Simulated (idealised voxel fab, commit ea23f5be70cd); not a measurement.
Presented below is a process module, voxel transistor to metal.
Cross-section cut: width 165 nm, square cells of 5 nm.
Just so we're on the same page, the cross-sections are grids of square cells, and they're listed out in bands top to bottom, each band one or more rows deep. Per band: top height and bottom height in nm, followed by the left-to-right materials and their widths in nm; "everywhere" marks a single material spanning edge to edge, "blank" marks empty space. Measure heights from 0. That's the level where, below it, the as-received wafer is all one material. The lowest band is bottomless and extends downward; write it as in "0 nm and below". Width: "30 to 40" (first number = top row, second number = bottom row, same change from row to row of cells). Step marked "remained the same"? Then no cell in the cross-section changed in it. Voids not open to the top, 8 cells minimum: see "Unvented cavities". Written width x height at distance; distance is from the left edge; nm. Whatever follows a step's settings on its line is a remark the simulator itself makes about that step. The line of a step may include "overlay nm". On a step with a mask, this value is how far to the right of its planned place the mask lay. A negative value means the mask lay to the left. Everything after this point is organized in pairs: a cross-section before one process step, a cross-section after it that shows only as deep as the lowest changed band, and, under the pair, the intervening step with its settings. Because different runs of this module on the same starting wafer can supply different pairs, a pair continues from the pair above it only if its entry headed "Status quo ante" says so.

STATUS QUO ANTE
    85 nm to 75 nm  SiO2 everywhere
    75 nm to 70 nm  SiO2 (30), then SiCN (30), then SiO2 (45), then SiCN (30), then SiO2 (30)
    70 nm to 45 nm  SiO2 (30), then SiCN (5), then Ru (20), then SiCN (5), then SiO2 (45), then SiCN (5), then Ru (20), then SiCN (5), then SiO2 (30)
    45 nm to 40 nm  SiCN (35), then TiN (20), then SiCN (55), then TiN (20), then SiCN (35)
    40 nm to 30 nm  SiO2 (35), then TiN (5), then Ru (10), then TiN (5), then SiO2 (55), then TiN (5), then Ru (10), then TiN (5), then SiO2 (35)
    30 nm to 15 nm  SiO2 (35), then TiN (5), then Ru (10), then TiN (5), then SiO2 (15), then SiN (5), then SiCN (15), then SiN (5), then SiO2 (15), then TiN (5), then Ru (10), then TiN (5), then SiO2 (35)
    15 nm to 5 nm  SiO2 (35), then TiN (5), then Ru (10), then TiN (5), then SiO2 (15), then SiN (5), then polySi (15), then SiN (5), then SiO2 (15), then TiN (5), then Ru (10), then TiN (5), then SiO2 (35)
    5 nm to -5 nm  SiO2 (35), then TiN (5), then Ru (10), then TiN (5), then SiGe (15), then SiN (5), then polySi (15), then SiN (5), then SiGe (15), then TiN (5), then Ru (10), then TiN (5), then SiO2 (35)
    -5 nm to -10 nm  SiO2 (35), then TiN (20), then SiGe (15), then SiO2 (25), then SiGe (15), then TiN (20), then SiO2 (35)
    -10 nm to -25 nm  SiO2 (30), then SiGe (40), then Si (25), then SiGe (40), then SiO2 (30)
    -25 nm to -40 nm  SiO2 (30), then Si (105), then SiO2 (30)
    -40 nm and below  Si everywhere
    Unvented cavities: none

CROSS-SECTION AFTER STEP
    60 nm to 45 nm  SiO2 (30), then SiCN (5), then Ru (20), then SiCN (5), then SiO2 (45), then SiCN (5), then Ru (20), then SiCN (5), then SiO2 (30)
    At heights below 45, the structure remains unaltered.
    Unvented cavities: none
Between the two cross-sections shown above lies op CMP | height nm 60

Status quo ante: Reference is made to the cross-section shown after the step in the pair directly above, which represents the state prior to this step.

CROSS-SECTION AFTER STEP
    65 nm to 60 nm  SiN everywhere
    At heights below 60, the structure remains unaltered.
    Unvented cavities: none
Between the two cross-sections shown above lies op CONFORMAL_DEP | material SiN | thk nm 5

STATUS QUO ANTE
    30 nm to 15 nm  SiCN everywhere
    15 nm to -5 nm  polySi everywhere
    -5 nm to -10 nm  SiO2 everywhere
    -10 nm to -40 nm  SiO2 (30), then Si (105), then SiO2 (30)
    -40 nm and below  Si everywhere
    Unvented cavities: none

CROSS-SECTION AFTER STEP
    45 nm to 30 nm  blank (70), then resist (25), then blank (70)
    At heights below 30, the structure remains unaltered.
    Unvented cavities: none
Between the two cross-sections shown above lies op PATTERN | tone cover | mask id GATE | material resist | width nm 25 | thk nm 15 | overlay nm 0

Status quo ante: Reference is made to the cross-section shown after the step in the pair directly above, which represents the state prior to this step.

CROSS-SECTION AFTER STEP
    45 nm to 30 nm  blank (70), then resist (25), then blank (70)
    30 nm to 15 nm  blank (70), then SiCN (25), then blank (70)
    At heights below 15, the structure remains unaltered.
    Unvented cavities: none
Between the two cross-sections shown above lies op DIRECTIONAL_ETCH | etch materials SiCN | depth nm 25

Status quo ante: Reference is made to the cross-section shown after the step in the pair directly above, which represents the state prior to this step.

CROSS-SECTION AFTER STEP
    45 nm to 30 nm  blank (70), then resist (25), then blank (70)
    30 nm to 15 nm  blank (70), then SiCN (25), then blank (70)
    15 nm to -5 nm  blank (70), then polySi (25), then blank (70)
    At heights below -5, the structure remains unaltered.
    Unvented cavities: none
Between the two cross-sections shown above lies op DIRECTIONAL_ETCH | etch materials polySi | depth nm 30

Status quo ante: Reference is made to the cross-section shown after the step in the pair directly above, which represents the state prior to this step.

CROSS-SECTION AFTER STEP
    30 nm to 15 nm  blank (70), then SiCN (25), then blank (70)
    At heights below 15, the structure remains unaltered.
    Unvented cavities: none
Between the two cross-sections shown above lies op STRIP | etch materials resist

Status quo ante: Reference is made to the cross-section shown after the step in the pair directly above, which represents the state prior to this step.

CROSS-SECTION AFTER STEP
    35 nm to 30 nm  blank (65), then SiN (35), then blank (65)
    30 nm to 15 nm  blank (65), then SiN (5), then SiCN (25), then SiN (5), then blank (65)
    15 nm to 0 nm  blank (65), then SiN (5), then polySi (25), then SiN (5), then blank (65)
    0 nm to -5 nm  SiN (70), then polySi (25), then SiN (70)
    At heights below -5, the structure remains unaltered.
    Unvented cavities: none
Between the two cross-sections shown above lies op CONFORMAL_DEP | material SiN | thk nm 5

Status quo ante: Reference is made to the cross-section shown after the step in the pair directly above, which represents the state prior to this step.

CROSS-SECTION AFTER STEP
    30 nm to 15 nm  blank (65), then SiN (5), then SiCN (25), then SiN (5), then blank (65)
    15 nm to -5 nm  blank (65), then SiN (5), then polySi (25), then SiN (5), then blank (65)
    At heights below -5, the structure remains unaltered.
    Unvented cavities: none
Between the two cross-sections shown above lies op DIRECTIONAL_ETCH | etch materials SiN | depth nm 5

Status quo ante: Reference is made to the cross-section shown after the step in the pair directly above, which represents the state prior to this step.

CROSS-SECTION AFTER STEP
    30 nm to 15 nm  blank (65), then SiN (5), then SiCN (25), then SiN (5), then blank (65)
    15 nm to -5 nm  blank (65), then SiN (5), then polySi (25), then SiN (5), then blank (65)
    -5 nm to -10 nm  blank (65), then SiO2 (35), then blank (65)
    At heights below -10, the structure remains unaltered.
    Unvented cavities: none
Between the two cross-sections shown above lies op DIRECTIONAL_ETCH | etch materials SiO2 | depth nm 5

Status quo ante: Reference is made to the cross-section shown after the step in the pair directly above, which represents the state prior to this step.

CROSS-SECTION AFTER STEP
    30 nm to 15 nm  blank (65), then SiN (5), then SiCN (25), then SiN (5), then blank (65)
    15 nm to -5 nm  blank (65), then SiN (5), then polySi (25), then SiN (5), then blank (65)
    -5 nm to -10 nm  blank (65), then SiO2 (35), then blank (65)
    -10 nm to -25 nm  SiO2 (30), then blank (35), then Si (35), then blank (35), then SiO2 (30)
    At heights below -25, the structure remains unaltered.
    Unvented cavities: none
Between the two cross-sections shown above lies op DIRECTIONAL_ETCH | etch materials Si | depth nm 15

Status quo ante: Reference is made to the cross-section shown after the step in the pair directly above, which represents the state prior to this step.

CROSS-SECTION AFTER STEP
    30 nm to 15 nm  blank (65), then SiN (5), then SiCN (25), then SiN (5), then blank (65)
    15 nm to 5 nm  blank (65), then SiN (5), then polySi (25), then SiN (5), then blank (65)
    5 nm to -5 nm  blank (50), then SiGe (15), then SiN (5), then polySi (25), then SiN (5), then SiGe (15), then blank (50)
    -5 nm to -10 nm  blank (50), then SiGe (15), then SiO2 (35), then SiGe (15), then blank (50)
    -10 nm to -25 nm  SiO2 (30), then SiGe (35), then Si (35), then SiGe (35), then SiO2 (30)
    At heights below -25, the structure remains unaltered.
    Unvented cavities: none
Between the two cross-sections shown above lies op EPI | material SiGe | thk nm 15

Status quo ante: Reference is made to the cross-section shown after the step in the pair directly above, which represents the state prior to this step.

CROSS-SECTION AFTER STEP
    35 nm to 30 nm  SiO2 everywhere
    30 nm to 15 nm  SiO2 (65), then SiN (5), then SiCN (25), then SiN (5), then SiO2 (65)
    15 nm to 5 nm  SiO2 (65), then SiN (5), then polySi (25), then SiN (5), then SiO2 (65)
    5 nm to -5 nm  SiO2 (50), then SiGe (15), then SiN (5), then polySi (25), then SiN (5), then SiGe (15), then SiO2 (50)
    -5 nm to -10 nm  SiO2 (50), then SiGe (15), then SiO2 (35), then SiGe (15), then SiO2 (50)
    At heights below -10, the structure remains unaltered.
    Unvented cavities: none
Between the two cross-sections shown above lies op FILL_DEP | material SiO2 | thk nm 5

Status quo ante: Reference is made to the cross-section shown after the step in the pair directly above, which represents the state prior to this step.

CROSS-SECTION AFTER STEP
    30 nm to 15 nm  SiO2 (65), then SiN (5), then SiCN (25), then SiN (5), then SiO2 (65)
    At heights below 15, the structure remains unaltered.
    Unvented cavities: none
Between the two cross-sections shown above lies op CMP | height nm 30

Status quo ante: Reference is made to the cross-section shown after the step in the pair directly above, which represents the state prior to this step.

CROSS-SECTION AFTER STEP
    40 nm to 30 nm  SiO2 everywhere
    At heights below 30, the structure remains unaltered.
    Unvented cavities: none
Between the two cross-sections shown above lies op DIRECTIONAL_DEP | material SiO2 | thk nm 10

Status quo ante: Reference is made to the cross-section shown after the step in the pair directly above, which represents the state prior to this step.

CROSS-SECTION AFTER STEP
    50 nm to 40 nm  aC everywhere
    At heights below 40, the structure remains unaltered.
    Unvented cavities: none
Between the two cross-sections shown above lies op DIRECTIONAL_DEP | material aC | thk nm 10

Status quo ante: Reference is made to the cross-section shown after the step in the pair directly above, which represents the state prior to this step.

CROSS-SECTION AFTER STEP
    75 nm to 50 nm  resist (35), then blank (20), then resist (55), then blank (20), then resist (35)
    At heights below 50, the structure remains unaltered.
    Unvented cavities: none
Between the two cross-sections shown above lies op PATTERN | tone open | mask id CONTACT | material resist | width nm 20 | pitch nm 75 | thk nm 25 | overlay nm 0

Status quo ante: Reference is made to the cross-section shown after the step in the pair directly above, which represents the state prior to this step.

CROSS-SECTION AFTER STEP
    65 nm to 50 nm  resist (35), then blank (20), then resist (55), then blank (20), then resist (35)
    50 nm to 40 nm  aC (35), then blank (20), then aC (55), then blank (20), then aC (35)
    At heights below 40, the structure remains unaltered.
    Unvented cavities: none
Between the two cross-sections shown above lies op DIRECTIONAL_ETCH | etch materials aC | depth nm 10

Status quo ante: Reference is made to the cross-section shown after the step in the pair directly above, which represents the state prior to this step.

CROSS-SECTION AFTER STEP
    50 nm to 40 nm  aC (35), then blank (20), then aC (55), then blank (20), then aC (35)
    At heights below 40, the structure remains unaltered.
    Unvented cavities: none
Between the two cross-sections shown above lies op STRIP | etch materials resist

Status quo ante: Reference is made to the cross-section shown after the step in the pair directly above, which represents the state prior to this step.

CROSS-SECTION AFTER STEP
    50 nm to 40 nm  aC (35), then blank (20), then aC (55), then blank (20), then aC (35)
    40 nm to 30 nm  SiO2 (35), then blank (20), then SiO2 (55), then blank (20), then SiO2 (35)
    30 nm to 15 nm  SiO2 (35), then blank (20), then SiO2 (10), then SiN (5), then SiCN (25), then SiN (5), then SiO2 (10), then blank (20), then SiO2 (35)
    15 nm to 5 nm  SiO2 (35), then blank (20), then SiO2 (10), then SiN (5), then polySi (25), then SiN (5), then SiO2 (10), then blank (20), then SiO2 (35)
    5 nm to -5 nm  SiO2 (35), then blank (15), then SiGe (15), then SiN (5), then polySi (25), then SiN (5), then SiGe (15), then blank (15), then SiO2 (35)
    -5 nm to -10 nm  SiO2 (35), then blank (15), then SiGe (15), then SiO2 (35), then SiGe (15), then blank (15), then SiO2 (35)
    At heights below -10, the structure remains unaltered.
    Unvented cavities: none
Between the two cross-sections shown above lies op DIRECTIONAL_ETCH | etch materials SiO2 | depth nm 50

Status quo ante: Reference is made to the cross-section shown after the step in the pair directly above, which represents the state prior to this step.

CROSS-SECTION AFTER STEP
    40 nm to 30 nm  SiO2 (35), then blank (20), then SiO2 (55), then blank (20), then SiO2 (35)
    At heights below 30, the structure remains unaltered.
    Unvented cavities: none
Between the two cross-sections shown above lies op STRIP | etch materials aC

Status quo ante: Reference is made to the cross-section shown after the step in the pair directly above, which represents the state prior to this step.

CROSS-SECTION AFTER STEP
    45 nm to 40 nm  TiN (40), then blank (10), then TiN (65), then blank (10), then TiN (40)
    40 nm to 30 nm  SiO2 (35), then TiN (5), then blank (10), then TiN (5), then SiO2 (55), then TiN (5), then blank (10), then TiN (5), then SiO2 (35)
    30 nm to 15 nm  SiO2 (35), then TiN (5), then blank (10), then TiN (5), then SiO2 (10), then SiN (5), then SiCN (25), then SiN (5), then SiO2 (10), then TiN (5), then blank (10), then TiN (5), then SiO2 (35)
    15 nm to 5 nm  SiO2 (35), then TiN (5), then blank (10 to 5), then TiN (5 to 10), then SiO2 (10), then SiN (5), then polySi (25), then SiN (5), then SiO2 (10), then TiN (5 to 10), then blank (10 to 5), then TiN (5), then SiO2 (35)
    5 nm to -5 nm  SiO2 (35), then TiN (5), then blank (5), then TiN (5), then SiGe (15), then SiN (5), then polySi (25), then SiN (5), then SiGe (15), then TiN (5), then blank (5), then TiN (5), then SiO2 (35)
    -5 nm to -10 nm  SiO2 (35), then TiN (15), then SiGe (15), then SiO2 (35), then SiGe (15), then TiN (15), then SiO2 (35)
    At heights below -10, the structure remains unaltered.
    Unvented cavities: none
Between the two cross-sections shown above lies op CONFORMAL_DEP | material TiN | thk nm 5

Status quo ante: Reference is made to the cross-section shown after the step in the pair directly above, which represents the state prior to this step.

CROSS-SECTION AFTER STEP
    50 nm to 45 nm  Ru everywhere
    45 nm to 40 nm  TiN (40), then Ru (10), then TiN (65), then Ru (10), then TiN (40)
    40 nm to 30 nm  SiO2 (35), then TiN (5), then Ru (10), then TiN (5), then SiO2 (55), then TiN (5), then Ru (10), then TiN (5), then SiO2 (35)
    30 nm to 15 nm  SiO2 (35), then TiN (5), then Ru (10), then TiN (5), then SiO2 (10), then SiN (5), then SiCN (25), then SiN (5), then SiO2 (10), then TiN (5), then Ru (10), then TiN (5), then SiO2 (35)
    15 nm to 5 nm  SiO2 (35), then TiN (5), then Ru (10 to 5), then TiN (5 to 10), then SiO2 (10), then SiN (5), then polySi (25), then SiN (5), then SiO2 (10), then TiN (5 to 10), then Ru (10 to 5), then TiN (5), then SiO2 (35)
    5 nm to -5 nm  SiO2 (35), then TiN (5), then Ru (5), then TiN (5), then SiGe (15), then SiN (5), then polySi (25), then SiN (5), then SiGe (15), then TiN (5), then Ru (5), then TiN (5), then SiO2 (35)
    At heights below -5, the structure remains unaltered.
    Unvented cavities: none
Between the two cross-sections shown above lies op FILL_DEP | material Ru | thk nm 5

Status quo ante: Reference is made to the cross-section shown after the step in the pair directly above, which represents the state prior to this step.

CROSS-SECTION AFTER STEP
    40 nm to 30 nm  SiO2 (35), then TiN (5), then Ru (10), then TiN (5), then SiO2 (55), then TiN (5), then Ru (10), then TiN (5), then SiO2 (35)
    At heights below 30, the structure remains unaltered.
    Unvented cavities: none
Between the two cross-sections shown above lies op CMP | height nm 40

Status quo ante: Reference is made to the cross-section shown after the step in the pair directly above, which represents the state prior to this step.

CROSS-SECTION AFTER STEP
    45 nm to 40 nm  TiN everywhere
    At heights below 40, the structure remains unaltered.
    Unvented cavities: none
Between the two cross-sections shown above lies op DIRECTIONAL_DEP | material TiN | thk nm 5

Status quo ante: Reference is made to the cross-section shown after the step in the pair directly above, which represents the state prior to this step.

CROSS-SECTION AFTER STEP
    70 nm to 45 nm  Ru everywhere
    At heights below 45, the structure remains unaltered.
    Unvented cavities: none
Between the two cross-sections shown above lies op DIRECTIONAL_DEP | material Ru | thk nm 25

Status quo ante: Reference is made to the cross-section shown after the step in the pair directly above, which represents the state prior to this step.

CROSS-SECTION AFTER STEP
    85 nm to 70 nm  blank (35), then resist (20), then blank (55), then resist (20), then blank (35)
    At heights below 70, the structure remains unaltered.
    Unvented cavities: none
Between the two cross-sections shown above lies op PATTERN | tone cover | mask id METAL_1 | material resist | width nm 20 | pitch nm 75 | thk nm 15 | overlay nm 0

Status quo ante: Reference is made to the cross-section shown after the step in the pair directly above, which represents the state prior to this step.

CROSS-SECTION AFTER STEP
    85 nm to 70 nm  blank (35), then resist (20), then blank (55), then resist (20), then blank (35)
    70 nm to 45 nm  blank (35), then Ru (20), then blank (55), then Ru (20), then blank (35)
    At heights below 45, the structure remains unaltered.
    Unvented cavities: none
Between the two cross-sections shown above lies op DIRECTIONAL_ETCH | etch materials Ru | depth nm 25

Status quo ante: Reference is made to the cross-section shown after the step in the pair directly above, which represents the state prior to this step.

CROSS-SECTION AFTER STEP
    85 nm to 70 nm  blank (35), then resist (20), then blank (55), then resist (20), then blank (35)
    70 nm to 45 nm  blank (35), then Ru (20), then blank (55), then Ru (20), then blank (35)
    45 nm to 40 nm  blank (35), then TiN (20), then blank (55), then TiN (20), then blank (35)
    At heights below 40, the structure remains unaltered.
    Unvented cavities: none
Between the two cross-sections shown above lies op DIRECTIONAL_ETCH | etch materials TiN | depth nm 5

Status quo ante: Reference is made to the cross-section shown after the step in the pair directly above, which represents the state prior to this step.

CROSS-SECTION AFTER STEP
    70 nm to 45 nm  blank (35), then Ru (20), then blank (55), then Ru (20), then blank (35)
    At heights below 45, the structure remains unaltered.
    Unvented cavities: none
Between the two cross-sections shown above lies op STRIP | etch materials resist

Status quo ante: Reference is made to the cross-section shown after the step in the pair directly above, which represents the state prior to this step.

CROSS-SECTION AFTER STEP
    75 nm to 70 nm  blank (30), then SiCN (30), then blank (45), then SiCN (30), then blank (30)
    70 nm to 45 nm  blank (30), then SiCN (5), then Ru (20), then SiCN (5), then blank (45), then SiCN (5), then Ru (20), then SiCN (5), then blank (30)
    45 nm to 40 nm  SiCN (35), then TiN (20), then SiCN (55), then TiN (20), then SiCN (35)
    At heights below 40, the structure remains unaltered.
    Unvented cavities: none
Between the two cross-sections shown above lies op CONFORMAL_DEP | material SiCN | thk nm 5

Status quo ante: Reference is made to the cross-section shown after the step in the pair directly above, which represents the state prior to this step.

CROSS-SECTION AFTER STEP
    85 nm to 75 nm  SiO2 everywhere
    75 nm to 70 nm  SiO2 (30), then SiCN (30), then SiO2 (45), then SiCN (30), then SiO2 (30)
    70 nm to 45 nm  SiO2 (30), then SiCN (5), then Ru (20), then SiCN (5), then SiO2 (45), then SiCN (5), then Ru (20), then SiCN (5), then SiO2 (30)
    At heights below 45, the structure remains unaltered.
    Unvented cavities: none
Between the two cross-sections shown above lies op FILL_DEP | material SiO2 | thk nm 10

Status quo ante: Reference is made to the cross-section shown after the step in the pair directly above, which represents the state prior to this step.

CROSS-SECTION AFTER STEP
    70 nm to 45 nm  SiO2 (30), then SiCN (5), then Ru (20), then SiCN (5), then SiO2 (45), then SiCN (5), then Ru (20), then SiCN (5), then SiO2 (30)
    At heights below 45, the structure remains unaltered.
    Unvented cavities: none
Between the two cross-sections shown above lies op CMP | height nm 70

Status quo ante: Reference is made to the cross-section shown after the step in the pair directly above, which represents the state prior to this step.

CROSS-SECTION AFTER STEP
    75 nm to 70 nm  SiN everywhere
    At heights below 70, the structure remains unaltered.
    Unvented cavities: none
Between the two cross-sections shown above lies op CONFORMAL_DEP | material SiN | thk nm 5

STATUS QUO ANTE
    30 nm to 15 nm  SiCN everywhere
    15 nm to -5 nm  polySi everywhere
    -5 nm to -10 nm  SiO2 everywhere
    -10 nm to -40 nm  SiO2 (30), then Si (105), then SiO2 (30)
    -40 nm and below  Si everywhere
    Unvented cavities: none

CROSS-SECTION AFTER STEP
    45 nm to 30 nm  blank (65), then resist (15), then blank (85)
    At heights below 30, the structure remains unaltered.
    Unvented cavities: none
Between the two cross-sections shown above lies op PATTERN | tone cover | mask id GATE | material resist | width nm 15 | thk nm 15 | overlay nm -10

Status quo ante: Reference is made to the cross-section shown after the step in the pair directly above, which represents the state prior to this step.

CROSS-SECTION AFTER STEP
    45 nm to 30 nm  blank (65), then resist (15), then blank (85)
    30 nm to 15 nm  blank (65), then SiCN (15), then blank (85)
    At heights below 15, the structure remains unaltered.
    Unvented cavities: none
Between the two cross-sections shown above lies op DIRECTIONAL_ETCH | etch materials SiCN | depth nm 25

Status quo ante: Reference is made to the cross-section shown after the step in the pair directly above, which represents the state prior to this step.

CROSS-SECTION AFTER STEP
    45 nm to 30 nm  blank (65), then resist (15), then blank (85)
    30 nm to 15 nm  blank (65), then SiCN (15), then blank (85)
    15 nm to -5 nm  blank (65), then polySi (15), then blank (85)
    At heights below -5, the structure remains unaltered.
    Unvented cavities: none
Between the two cross-sections shown above lies op DIRECTIONAL_ETCH | etch materials polySi | depth nm 30

Status quo ante: Reference is made to the cross-section shown after the step in the pair directly above, which represents the state prior to this step.

CROSS-SECTION AFTER STEP
    30 nm to 15 nm  blank (65), then SiCN (15), then blank (85)
    At heights below 15, the structure remains unaltered.
    Unvented cavities: none
Between the two cross-sections shown above lies op STRIP | etch materials resist

Status quo ante: Reference is made to the cross-section shown after the step in the pair directly above, which represents the state prior to this step.

CROSS-SECTION AFTER STEP
    35 nm to 30 nm  blank (60), then SiN (25), then blank (80)
    30 nm to 15 nm  blank (60), then SiN (5), then SiCN (15), then SiN (5), then blank (80)
    15 nm to 0 nm  blank (60), then SiN (5), then polySi (15), then SiN (5), then blank (80)
    0 nm to -5 nm  SiN (65), then polySi (15), then SiN (85)
    At heights below -5, the structure remains unaltered.
    Unvented cavities: none
Between the two cross-sections shown above lies op CONFORMAL_DEP | material SiN | thk nm 5

Status quo ante: Reference is made to the cross-section shown after the step in the pair directly above, which represents the state prior to this step.

CROSS-SECTION AFTER STEP
    30 nm to 15 nm  blank (60), then SiN (5), then SiCN (15), then SiN (5), then blank (80)
    15 nm to -5 nm  blank (60), then SiN (5), then polySi (15), then SiN (5), then blank (80)
    At heights below -5, the structure remains unaltered.
    Unvented cavities: none
Between the two cross-sections shown above lies op DIRECTIONAL_ETCH | etch materials SiN | depth nm 5

Status quo ante: Reference is made to the cross-section shown after the step in the pair directly above, which represents the state prior to this step.

CROSS-SECTION AFTER STEP
    30 nm to 15 nm  blank (60), then SiN (5), then SiCN (15), then SiN (5), then blank (80)
    15 nm to -5 nm  blank (60), then SiN (5), then polySi (15), then SiN (5), then blank (80)
    -5 nm to -10 nm  blank (60), then SiO2 (25), then blank (80)
    At heights below -10, the structure remains unaltered.
    Unvented cavities: none
Between the two cross-sections shown above lies op DIRECTIONAL_ETCH | etch materials SiO2 | depth nm 5

Status quo ante: Reference is made to the cross-section shown after the step in the pair directly above, which represents the state prior to this step.

CROSS-SECTION AFTER STEP
    30 nm to 15 nm  blank (60), then SiN (5), then SiCN (15), then SiN (5), then blank (80)
    15 nm to -5 nm  blank (60), then SiN (5), then polySi (15), then SiN (5), then blank (80)
    -5 nm to -10 nm  blank (60), then SiO2 (25), then blank (80)
    -10 nm to -25 nm  SiO2 (30), then blank (30), then Si (25), then blank (50), then SiO2 (30)
    At heights below -25, the structure remains unaltered.
    Unvented cavities: none
Between the two cross-sections shown above lies op DIRECTIONAL_ETCH | etch materials Si | depth nm 15

Status quo ante: Reference is made to the cross-section shown after the step in the pair directly above, which represents the state prior to this step.

CROSS-SECTION AFTER STEP
    30 nm to 15 nm  blank (60), then SiN (5), then SiCN (15), then SiN (5), then blank (80)
    15 nm to 5 nm  blank (60), then SiN (5), then polySi (15), then SiN (5), then blank (80)
    5 nm to -5 nm  blank (45), then SiGe (15), then SiN (5), then polySi (15), then SiN (5), then SiGe (15), then blank (65)
    -5 nm to -10 nm  blank (45), then SiGe (15), then SiO2 (25), then SiGe (15), then blank (65)
    -10 nm to -25 nm  SiO2 (30), then SiGe (30), then Si (25), then SiGe (50), then SiO2 (30)
    At heights below -25, the structure remains unaltered.
    Unvented cavities: none
Between the two cross-sections shown above lies op EPI | material SiGe | thk nm 15

Status quo ante: Reference is made to the cross-section shown after the step in the pair directly above, which represents the state prior to this step.

CROSS-SECTION AFTER STEP
    35 nm to 30 nm  SiO2 everywhere
    30 nm to 15 nm  SiO2 (60), then SiN (5), then SiCN (15), then SiN (5), then SiO2 (80)
    15 nm to 5 nm  SiO2 (60), then SiN (5), then polySi (15), then SiN (5), then SiO2 (80)
    5 nm to -5 nm  SiO2 (45), then SiGe (15), then SiN (5), then polySi (15), then SiN (5), then SiGe (15), then SiO2 (65)
    -5 nm to -10 nm  SiO2 (45), then SiGe (15), then SiO2 (25), then SiGe (15), then SiO2 (65)
    At heights below -10, the structure remains unaltered.
    Unvented cavities: none
Between the two cross-sections shown above lies op FILL_DEP | material SiO2 | thk nm 5

Status quo ante: Reference is made to the cross-section shown after the step in the pair directly above, which represents the state prior to this step.

CROSS-SECTION AFTER STEP
    30 nm to 15 nm  SiO2 (60), then SiN (5), then SiCN (15), then SiN (5), then SiO2 (80)
    At heights below 15, the structure remains unaltered.
    Unvented cavities: none
Between the two cross-sections shown above lies op CMP | height nm 30

Status quo ante: Reference is made to the cross-section shown after the step in the pair directly above, which represents the state prior to this step.

CROSS-SECTION AFTER STEP
    40 nm to 30 nm  SiO2 everywhere
    At heights below 30, the structure remains unaltered.
    Unvented cavities: none
Between the two cross-sections shown above lies op DIRECTIONAL_DEP | material SiO2 | thk nm 10

Status quo ante: Reference is made to the cross-section shown after the step in the pair directly above, which represents the state prior to this step.

CROSS-SECTION AFTER STEP
    50 nm to 40 nm  aC everywhere
    At heights below 40, the structure remains unaltered.
    Unvented cavities: none
Between the two cross-sections shown above lies op DIRECTIONAL_DEP | material aC | thk nm 10

Status quo ante: Reference is made to the cross-section shown after the step in the pair directly above, which represents the state prior to this step.

CROSS-SECTION AFTER STEP
    75 nm to 50 nm  resist (35), then blank (20), then resist (55), then blank (20), then resist (35)
    At heights below 50, the structure remains unaltered.
    Unvented cavities: none
Between the two cross-sections shown above lies op PATTERN | tone open | mask id CONTACT | material resist | width nm 20 | pitch nm 75 | thk nm 25 | overlay nm 0

Status quo ante: Reference is made to the cross-section shown after the step in the pair directly above, which represents the state prior to this step.

CROSS-SECTION AFTER STEP
    65 nm to 50 nm  resist (35), then blank (20), then resist (55), then blank (20), then resist (35)
    50 nm to 40 nm  aC (35), then blank (20), then aC (55), then blank (20), then aC (35)
    At heights below 40, the structure remains unaltered.
    Unvented cavities: none
Between the two cross-sections shown above lies op DIRECTIONAL_ETCH | etch materials aC | depth nm 10

Status quo ante: Reference is made to the cross-section shown after the step in the pair directly above, which represents the state prior to this step.

CROSS-SECTION AFTER STEP
    50 nm to 40 nm  aC (35), then blank (20), then aC (55), then blank (20), then aC (35)
    At heights below 40, the structure remains unaltered.
    Unvented cavities: none
Between the two cross-sections shown above lies op STRIP | etch materials resist

Status quo ante: Reference is made to the cross-section shown after the step in the pair directly above, which represents the state prior to this step.

CROSS-SECTION AFTER STEP
    50 nm to 40 nm  aC (35), then blank (20), then aC (55), then blank (20), then aC (35)
    40 nm to 30 nm  SiO2 (35), then blank (20), then SiO2 (55), then blank (20), then SiO2 (35)
    30 nm to 15 nm  SiO2 (35), then blank (20), then SiO2 (5), then SiN (5), then SiCN (15), then SiN (5), then SiO2 (25), then blank (20), then SiO2 (35)
    15 nm to 5 nm  SiO2 (35), then blank (20), then SiO2 (5), then SiN (5), then polySi (15), then SiN (5), then SiO2 (25), then blank (20), then SiO2 (35)
    5 nm to -5 nm  SiO2 (35), then blank (10), then SiGe (15), then SiN (5), then polySi (15), then SiN (5), then SiGe (15), then SiO2 (10), then blank (20), then SiO2 (35)
    -5 nm to -10 nm  SiO2 (35), then blank (10), then SiGe (15), then SiO2 (25), then SiGe (15), then SiO2 (10), then blank (20), then SiO2 (35)
    At heights below -10, the structure remains unaltered.
    Unvented cavities: none
Between the two cross-sections shown above lies op DIRECTIONAL_ETCH | etch materials SiO2 | depth nm 50

Status quo ante: Reference is made to the cross-section shown after the step in the pair directly above, which represents the state prior to this step.

CROSS-SECTION AFTER STEP
    40 nm to 30 nm  SiO2 (35), then blank (20), then SiO2 (55), then blank (20), then SiO2 (35)
    At heights below 30, the structure remains unaltered.
    Unvented cavities: none
Between the two cross-sections shown above lies op STRIP | etch materials aC

Status quo ante: Reference is made to the cross-section shown after the step in the pair directly above, which represents the state prior to this step.

CROSS-SECTION AFTER STEP
    45 nm to 40 nm  TiN (40), then blank (10), then TiN (65), then blank (10), then TiN (40)
    40 nm to 30 nm  SiO2 (35), then TiN (5), then blank (10), then TiN (5), then SiO2 (55), then TiN (5), then blank (10), then TiN (5), then SiO2 (35)
    30 nm to 15 nm  SiO2 (35), then TiN (5), then blank (10), then TiN (5), then SiO2 (5), then SiN (5), then SiCN (15), then SiN (5), then SiO2 (25), then TiN (5), then blank (10), then TiN (5), then SiO2 (35)
    15 nm to 10 nm  SiO2 (35), then TiN (5), then blank (10), then TiN (5), then SiO2 (5), then SiN (5), then polySi (15), then SiN (5), then SiO2 (25), then TiN (5), then blank (10), then TiN (5), then SiO2 (35)
    10 nm to 5 nm  SiO2 (35), then TiN (20), then SiO2 (5), then SiN (5), then polySi (15), then SiN (5), then SiO2 (25), then TiN (5), then blank (10), then TiN (5), then SiO2 (35)
    5 nm to -5 nm  SiO2 (35), then TiN (10), then SiGe (15), then SiN (5), then polySi (15), then SiN (5), then SiGe (15), then SiO2 (10), then TiN (5), then blank (10), then TiN (5), then SiO2 (35)
    -5 nm to -10 nm  SiO2 (35), then TiN (10), then SiGe (15), then SiO2 (25), then SiGe (15), then SiO2 (10), then TiN (20), then SiO2 (35)
    At heights below -10, the structure remains unaltered.
    Unvented cavities: none
Between the two cross-sections shown above lies op CONFORMAL_DEP | material TiN | thk nm 5
